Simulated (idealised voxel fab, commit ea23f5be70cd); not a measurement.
Presented below is a process module, voxel tone inversion.
The cross-section shown here is cut; it is 140 nm wide and divided into square cells measuring 5 nm on a side.
Format of a cross-section: grid, square cells. Given as bands. Order: top down. Band: one or more rows of cells. Band: top and bottom heights (nm) first, top before bottom; then materials from left to right, widths in nm. "all across" marks a sole material filling the band edge to edge. "blank" denotes empty space. Beneath 0, the wafer as received is one material, and that level is where height counting begins. The lowest band goes on downward without a bottom; it is written like "0 down". Top row gets the first number, bottom row gets the second, and each row in between changes by the same step: that is how a band width like "30..40" works. "left unchanged", as given for a step, is the statement that not any cell of the cross-section underwent a change during that step. "Fully closed voids" means: voids of 8 cells or more that are shut off from the top with no open way through. Written width x height at distance, distance from the left edge, in nm. Whatever follows a step's settings on its line is a remark the simulator itself makes about that step. overlay nm: mask right of planned place by this much (step with mask). Neg. = left.

# Planned step list for the process
1. RECEIVE,material Si
2. CONFORMAL_DEP,material SiCN,thk nm 10
3. DIRECTIONAL_DEP,material polySi,thk nm 15
4. PATTERN,tone cover,mask id POSTS,material resist,width nm 20,pitch nm 50,thk nm 25,overlay nm 0
5. DIRECTIONAL_ETCH,etch materials polySi,depth nm 5
6. STRIP,etch materials resist
7. FILL_DEP,material SiO2,thk nm 5
8. CMP,height nm 25
9. STRIP,etch materials polySi
For this document, wafers share an identical start and vary in the step 5 depth nm; the plan quotes the first wafer's value.

# Received condition of the first of several wafers, sectioned: post-step 1
	0 down = Si all across
	Fully closed voids: none

# Basically each wafer gets a line in the table, showing it at the end of the module: material by material, the cells it gained (+) or lost (-) since we got it, then its closed voids
depth nm 5; +56 SiCN; Fully closed voids: none
depth nm 10; +56 SiCN; Fully closed voids: none
depth nm 15; +56 SiCN; +60 SiO2; Fully closed voids: none
depth nm 20; +56 SiCN; +60 SiO2; Fully closed voids: none
depth nm 25; +56 SiCN; +60 SiO2; Fully closed voids: none
depth nm 30; +56 SiCN; +60 SiO2; Fully closed voids: none
